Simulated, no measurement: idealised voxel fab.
process module | voxel wiring stack
cross-section cut | 255 nm wide | cells 5 nm
A cross-section is a grid of square cells, given in bands from the top down. A band is one or more rows of cells.
Each band's line starts with the height of the band's top and of its bottom, in nm. Then come its materials from left to right, each with its width in nm. One material with "throughout" fills the band from edge to edge. "air" is empty space.
Height 0 is the level under which the wafer as received is all one material. The lowest band goes on downwards, as in "0 down".
A width such as "30 to 40" changes by the same amount from each row of cells to the next, from the band's top row to its bottom row.
"no change" after a step means that no cell of the cross-section changed.
closed voids: empty space of 8 cells or more with no open way to the top, each as width x height at its distance from the left edge, in nm
after a step's settings: what the simulator itself notes on the step
overlay nm, on a step with a mask: how far to the right of its planned place the mask lay; to the left if negative
plan
1 op RECEIVE | material Si
2 op CONFORMAL_DEP | material SiO2 | thk nm 15
3 op DIRECTIONAL_DEP | material TiN | thk nm 5
4 op DIRECTIONAL_DEP | material Ru | thk nm 25
5 op MASKED_ETCH | tone cover | mask id METAL_1 | width nm 25 | pitch nm 40 | etch materials Ru | depth nm 25 | overlay nm 0
6 op MASKED_ETCH | tone cover | mask id METAL_1 | width nm 25 | pitch nm 40 | etch materials TiN | depth nm 5 | overlay nm 0
7 op FILL_DEP | material SiO2 | thk nm 10
8 op CMP | height nm 45
9 op CONFORMAL_DEP | material SiCN | thk nm 5
10 op DIRECTIONAL_DEP | material lowk | thk nm 15
11 op PATTERN | tone open | mask id PLUG_1 | material resist | width nm 15 | pitch nm 40 | thk nm 15 | overlay nm 0
12 op DIRECTIONAL_ETCH | etch materials lowk | depth nm 15
13 op DIRECTIONAL_ETCH | etch materials SiCN | depth nm 5
14 op STRIP | etch materials resist
15 op EPI | material Ru | thk nm 10
16 op EPI | material Ru | thk nm 10
17 op DIRECTIONAL_DEP | material TiN | thk nm 5
18 op DIRECTIONAL_DEP | material Ru | thk nm 20
19 op PATTERN | tone cover | mask id METAL_2 | material resist | width nm 25 | pitch nm 40 | thk nm 20 | overlay nm 0
20 op DIRECTIONAL_ETCH | etch materials Ru | depth nm 20
21 op DIRECTIONAL_ETCH | etch materials TiN | depth nm 5
22 op STRIP | etch materials resist
23 op FILL_DEP | material lowk | thk nm 10
24 op CMP | height nm 90
25 op CONFORMAL_DEP | material SiN | thk nm 5
as received, after step 1
  0 down: Si throughout
  closed voids: none
a wafer at the end: this start, this plan, one mistake
  95 to 90: SiN throughout
  90 to 70: lowk 95 | Ru 25 | lowk 15 | Ru 25 | lowk 95
  70 to 65: lowk 95 | TiN 25 | lowk 15 | TiN 25 | lowk 95
  65 to 50: lowk 95 | Ru 15 | lowk 25 | Ru 15 | lowk 105
  50 to 45: SiCN 95 | Ru 15 | SiCN 25 | Ru 15 | SiCN 105
  45 to 20: SiO2 90 | Ru 25 | SiO2 15 | Ru 25 | SiO2 100
  20 to 15: SiO2 90 | TiN 30 | SiO2 10 | TiN 30 | SiO2 95
  15 to 0: SiO2 throughout
  0 down: Si throughout
  closed voids: none
what went wrong: step 5 ran as: op MASKED_ETCH | tone cover | mask id METAL_1 | width nm 25 | pitch nm 40 | etch materials Ru | depth nm 25 | overlay nm -5
